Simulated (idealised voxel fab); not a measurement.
Process module name: voxel double patterning
It is cross-section cut that appears here, measuring 250 nm in width, its square cells being 5 nm in size.
If you're reading a cross-section in this doc, picture square cells in a grid; it comes to you as bands, top ones listed first down to the bottom, and a band can be one or more rows of cells. Top height, bottom height, nm. Materials left to right, width each, nm. Single material + "throughout" = fills band edge to edge. "air" = empty. Height reference: 0 = level under which incoming wafer is all one material. Lowest band: no bottom, runs on downward, e.g. "0 and below". The expression "30..40" gives the width at the extremes of the band, the first number at its top row of cells and the second at its bottom row, with the width changing by equal amounts from each row to the next in between. The designation "remained the same", where it is given for a processing step, indicates that no cell of the cross-section was altered in the course of that step. The entry "Closed void entries" lists the empty spaces that cover at least 8 cells and have no open path to the top. Each is written as width x height at distance, where the distance is measured from the left edge and all three values are in nm. Heads up: the bit after the settings on a step's line is the simulator's remark on that step. Regarding "overlay nm": on a step with a mask, it is the distance the mask lay to the right of its planned place; a negative value places it to the left.

The following list gives the planned process steps:
1. RECEIVE with material Si
2. CONFORMAL_DEP with material SiO2, thk nm 5
3. DIRECTIONAL_DEP with material polySi, thk nm 10
4. DIRECTIONAL_DEP with material SiCN, thk nm 10
5. DIRECTIONAL_DEP with material aC, thk nm 10
6. PATTERN with tone open, mask id FIRST, material resist, width nm 15, pitch nm 50, thk nm 25, overlay nm 0
7. DIRECTIONAL_ETCH with etch materials aC, depth nm 10
8. STRIP with etch materials resist
9. DIRECTIONAL_ETCH with etch materials SiCN, depth nm 10
10. STRIP with etch materials aC
11. PATTERN with tone open, mask id SECOND, material resist, width nm 15, pitch nm 50, thk nm 20, overlay nm 0
12. DIRECTIONAL_ETCH with etch materials SiCN, depth nm 5
13. STRIP with etch materials resist
14. DIRECTIONAL_ETCH with etch materials polySi, depth nm 10
15. STRIP with etch materials SiCN
Heads up: all these wafers start the same, and what changes between them is the depth nm in step 12. The value you see in the plan is just what the first wafer got.

The first of several wafers, as received after step 1, seen in section:
- 0 and below  Si throughout
- Closed void entries: none

The first of several wafers, seen in cross-section after the module's last step, step 15:
- 15 down to 5  65 of polySi, 15 of air, 35 of polySi, 15 of air, 35 of polySi, 15 of air, 70 of polySi
- 5 down to 0  SiO2 throughout
- 0 and below  Si throughout
- Closed void entries: none

Last wafer x-sec, end of module:
- 15 down to 5  65 of polySi, 15 of air, 10 of polySi, 15 of air, 10 of polySi, 15 of air, 10 of polySi, 15 of air, 10 of polySi, 15 of air, 70 of polySi
- 5 down to 0  SiO2 throughout
- 0 and below  Si throughout
- Closed void entries: none

Basically each wafer gets a line in the table, showing it at the end of the module: material by material, the cells it gained (+) or lost (-) since we got it, then its closed voids:
depth nm 5, +50 SiO2, +82 polySi, Closed void entries: none
depth nm 10, +50 SiO2, +70 polySi, Closed void entries: none
depth nm 15, +50 SiO2, +70 polySi, Closed void entries: none
depth nm 20, +50 SiO2, +70 polySi, Closed void entries: none
depth nm 25, +50 SiO2, +70 polySi, Closed void entries: none
